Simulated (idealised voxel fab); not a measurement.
process module | voxel self aligned vias
cross-section cut | 185 nm wide | cells 5 nm
A cross-section is a grid of square cells, given in bands from the top down. A band is one or more rows of cells.
Each band's line starts with the height of the band's top and of its bottom, in nm. Then come its materials from left to right, each with its width in nm. One material with "throughout" fills the band from edge to edge. "air" is empty space.
Height 0 is the level under which the wafer as received is all one material. The lowest band goes on downwards, as in "0 down".
A width such as "30 to 40" changes by the same amount from each row of cells to the next, from the band's top row to its bottom row.
"no change" after a step means that no cell of the cross-section changed.
closed voids: empty space of 8 cells or more with no open way to the top, each as width x height at its distance from the left edge, in nm
after a step's settings: what the simulator itself notes on the step
overlay nm, on a step with a mask: how far to the right of its planned place the mask lay; to the left if negative
plan
1 op RECEIVE | material Si
2 op CONFORMAL_DEP | material SiO2 | thk nm 10
3 op CONFORMAL_DEP | material SiCN | thk nm 5
4 op DIRECTIONAL_DEP | material SiO2 | thk nm 30
5 op PATTERN | tone open | mask id LINES | material resist | width nm 20 | pitch nm 55 | thk nm 15 | overlay nm 0
6 op DIRECTIONAL_ETCH | etch materials SiO2 | depth nm 30
7 op STRIP | etch materials resist
8 op CONFORMAL_DEP | material TiN | thk nm 5
9 op FILL_DEP | material Ru | thk nm 10
10 op CMP | height nm 45
11 op SELECTIVE_ETCH | etch materials W Ru TiN | depth nm 5
12 op FILL_DEP | material SiN | thk nm 10
13 op CMP | height nm 45
14 op DIRECTIONAL_DEP | material SiO2 | thk nm 15
15 op PATTERN | tone open | mask id VIAS | material resist | width nm 20 | pitch nm 55 | thk nm 20 | overlay nm 0
16 op DIRECTIONAL_ETCH | etch materials SiO2 | depth nm 15
17 op DIRECTIONAL_ETCH | etch materials SiN | depth nm 5
18 op STRIP | etch materials resist
19 op CONFORMAL_DEP | material TiN | thk nm 5
20 op FILL_DEP | material Cu | thk nm 10
21 op CMP | height nm 60
22 op CONFORMAL_DEP | material SiN | thk nm 5
varied across the wafers: width nm of step 15. The plan shows the first wafer's value. All wafers start alike
first wafer as received, after step 1
  0 down: Si throughout
  closed voids: none
first wafer at the end, after step 22
  65 to 60: SiN throughout
  60 to 45: SiO2 55 | TiN 5 | Cu 10 | TiN 5 | SiO2 35 | TiN 5 | Cu 10 | TiN 5 | SiO2 55
  45 to 40: SiO2 55 | TiN 20 | SiO2 35 | TiN 20 | SiO2 55
  40 to 20: SiO2 55 | TiN 5 | Ru 10 | TiN 5 | SiO2 35 | TiN 5 | Ru 10 | TiN 5 | SiO2 55
  20 to 15: SiO2 55 | TiN 20 | SiO2 35 | TiN 20 | SiO2 55
  15 to 10: SiCN throughout
  10 to 0: SiO2 throughout
  0 down: Si throughout
  closed voids: none
last wafer at the end
  65 to 60: SiN throughout
  60 to 50: SiO2 45 | TiN 5 | Cu 30 | TiN 5 | SiO2 15 | TiN 5 | Cu 30 | TiN 5 | SiO2 45
  50 to 45: SiO2 45 | TiN 15 | Cu 10 | TiN 15 | SiO2 15 | TiN 15 | Cu 10 | TiN 15 | SiO2 45
  45 to 40: SiO2 55 | TiN 20 | SiO2 35 | TiN 20 | SiO2 55
  40 to 20: SiO2 55 | TiN 5 | Ru 10 | TiN 5 | SiO2 35 | TiN 5 | Ru 10 | TiN 5 | SiO2 55
  20 to 15: SiO2 55 | TiN 20 | SiO2 35 | TiN 20 | SiO2 55
  15 to 10: SiCN throughout
  10 to 0: SiO2 throughout
  0 down: Si throughout
  closed voids: none
each wafer at the end: cells of each material gained (+) or lost (-) since it was received, then its closed voids
width nm 20 | +12 Cu | +16 Ru | +37 SiCN | +37 SiN | +335 SiO2 | +44 TiN | closed voids: none
width nm 25 | +16 Cu | +16 Ru | +37 SiCN | +37 SiN | +329 SiO2 | +46 TiN | closed voids: none
width nm 30 | +20 Cu | +16 Ru | +37 SiCN | +37 SiN | +323 SiO2 | +48 TiN | closed voids: none
width nm 35 | +24 Cu | +16 Ru | +37 SiCN | +37 SiN | +317 SiO2 | +50 TiN | closed voids: none
width nm 40 | +28 Cu | +16 Ru | +37 SiCN | +37 SiN | +311 SiO2 | +52 TiN | closed voids: none
